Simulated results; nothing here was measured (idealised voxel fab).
This section sets out a process module, namely voxel gate over fins.
Section shown: cut. Width: 250 nm. Cell size: 5 nm, square.
Think of the cross-section as a grid of square cells. We describe it in bands, top to bottom, and each band covers one or more rows of those cells. Each band's line starts with the height of the band's top and of its bottom, in nm. Then come its materials from left to right, each with its width in nm. One material with "throughout" fills the band from edge to edge. "empty" is empty space. Measure heights from 0. That's the level where, below it, the as-received wafer is all one material. The lowest band is bottomless and extends downward; write it as in "0 -> down". When a width is written as two numbers, as in "30 to 40", the first number is the width in the top row of cells of the band and the second is the width in its bottom row, and the width changes by the same amount from each row to the next. Given "same as before" for a step, no cell of the cross-section differs between before and after that step. This entry, "Fully sealed cavities", enumerates those empty regions of no fewer than 8 cells that possess no open connection to the top. Each region is reported in the form width x height at distance, the distance being taken from the left edge, with all three quantities expressed in nm. Past the settings on a step's line: simulator remark, on that step. overlay nm: mask right of planned place by this much (step with mask). Neg. = left.
[Planned step list for the process]
1: RECEIVE with material Si
2: CONFORMAL_DEP with material SiN, thk nm 10
3: PATTERN with tone cover, mask id FINS, material resist, width nm 15, pitch nm 35, thk nm 20, overlay nm 0
4: DIRECTIONAL_ETCH with etch materials SiN, depth nm 10
5: DIRECTIONAL_ETCH with etch materials Si, depth nm 35
6: STRIP with etch materials resist
7: FILL_DEP with material SiO2, thk nm 10
8: CMP with height nm 10
9: SELECTIVE_ETCH with etch materials SiO2, depth nm 25
10: STRIP with etch materials SiN
11: CONFORMAL_DEP with material HfO2, thk nm 5
12: CONFORMAL_DEP with material TiN, thk nm 5
13: CONFORMAL_DEP with material TiAl, thk nm 5
14: CONFORMAL_DEP with material TiN, thk nm 5
15: FILL_DEP with material W, thk nm 10
16: CMP with height nm 25
17: CONFORMAL_DEP with material SiN, thk nm 5
[Cross-section of the wafer as it came to us, i.e., already through step 1]
- 0 -> down = Si throughout
- Fully sealed cavities: none
[Result of the module, cross-sectioned: start per above, plan per above, one error in how it was run]
- 30 -> 25 = SiN throughout
- 25 -> 20 = W throughout
- 20 -> 15 = W 80  TiN 90  W 80
- 15 -> 10 = W 80  TiN 5  TiAl 80  TiN 5  W 80
- 10 -> 5 = W 80  TiN 5  TiAl 5  HfO2 70  TiAl 5  TiN 5  W 80
- 5 -> 0 = TiN 85  TiAl 5  HfO2 5  TiN 25  HfO2 10  TiN 25  HfO2 5  TiAl 5  TiN 85
- 0 -> -5 = TiAl 90  HfO2 5  TiN 5  Si 15  TiN 5  HfO2 10  TiN 5  Si 15  TiN 5  HfO2 5  TiAl 90
- -5 -> -10 = HfO2 95  TiN 5  Si 15  TiN 5  HfO2 10  TiN 5  Si 15  TiN 5  HfO2 95
- -10 -> -15 = TiN 100  Si 15  TiN 20  Si 15  TiN 100
- -15 -> -35 = SiO2 100  Si 15  SiO2 20  Si 15  SiO2 100
- -35 -> down = Si throughout
- Fully sealed cavities: none
Run error: a sequencing error occurred in which plan steps 11 and 12 were transposed
